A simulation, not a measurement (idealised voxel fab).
Process module under the name voxel self aligned vias
Cross-section cut spans 300 nm and uses square cells 5 nm in size.
Notation: cross-section as square-cell grid; stated in bands, top first, going down; one or more cell rows per band.
Heads up on the band format: heights come first, top then bottom, in nm. After that it's the materials left to right, each with its width in nm. A single material flagged "edge to edge" fills the whole band edge to edge, and "blank" means there's empty space there.
Beneath 0, the wafer as received is one material, and that level is where height counting begins. The lowest band goes on downward without a bottom; it is written like "from 0 down".
You'd read "30->40" like this: the band's top row of cells is as wide as the first number, its bottom row is as wide as the second, and going down, every row changes width by the same amount as the row before did.
"remained unchanged" (step): cross-section cells unchanged, all of them.
Closed internal cavities: empty space of 8 cells or more with no open way to the top, each as width x height at its distance from the left edge, in nm
Whatever follows a step's settings on its line is a remark the simulator itself makes about that step.
"overlay nm" denotes, for a step that has a mask, the displacement of the mask to the right of its planned place, with negative values corresponding to the left.
**So here's the lineup of process steps we planned**
1,RECEIVE, material Si
2,CONFORMAL_DEP, material SiO2, thk nm 10
3,CONFORMAL_DEP, material SiCN, thk nm 5
4,DIRECTIONAL_DEP, material lowk, thk nm 20
5,DIRECTIONAL_DEP, material aC, thk nm 15
6,PATTERN, tone open, mask id LINES, material resist, width nm 25, pitch nm 50, thk nm 35, overlay nm 0
7,DIRECTIONAL_ETCH, etch materials aC, depth nm 15
8,STRIP, etch materials resist
9,DIRECTIONAL_ETCH, etch materials lowk, depth nm 20
10,STRIP, etch materials aC
11,CONFORMAL_DEP, material TiN, thk nm 5
12,FILL_DEP, material W, thk nm 5
13,CMP, height nm 35
14,SELECTIVE_ETCH, etch materials W Ru TiN, depth nm 5
15,FILL_DEP, material SiN, thk nm 5
16,CMP, height nm 35
17,DIRECTIONAL_DEP, material lowk, thk nm 15
18,DIRECTIONAL_DEP, material aC, thk nm 10
19,PATTERN, tone open, mask id VIAS, material resist, width nm 35, thk nm 30, overlay nm 0
20,DIRECTIONAL_ETCH, etch materials aC, depth nm 10
21,STRIP, etch materials resist
22,DIRECTIONAL_ETCH, etch materials lowk, depth nm 15
23,DIRECTIONAL_ETCH, etch materials SiN, depth nm 5
24,STRIP, etch materials aC
25,CONFORMAL_DEP, material TiN, thk nm 5
26,FILL_DEP, material Cu, thk nm 5
27,CMP, height nm 50
28,CONFORMAL_DEP, material SiN, thk nm 5
**Wafer as received: cross-section following step 1**
> from 0 down: Si edge to edge
> Closed internal cavities: none
**Cross-section at module end, one run error; start and plan unchanged from above**
> from 55 to 50: SiN edge to edge
> from 50 to 40: lowk 105 nm / TiN 5 nm / Cu 25 nm / TiN 5 nm / lowk 160 nm
> from 40 to 35: lowk 105 nm / TiN 35 nm / lowk 160 nm
> from 35 to 30: SiCN edge to edge
> from 30 to 10: lowk edge to edge
> from 10 to 0: SiO2 edge to edge
> from 0 down: Si edge to edge
> Closed internal cavities: none
What broke from the plan during processing? swap of plan steps 3 and 4 during execution
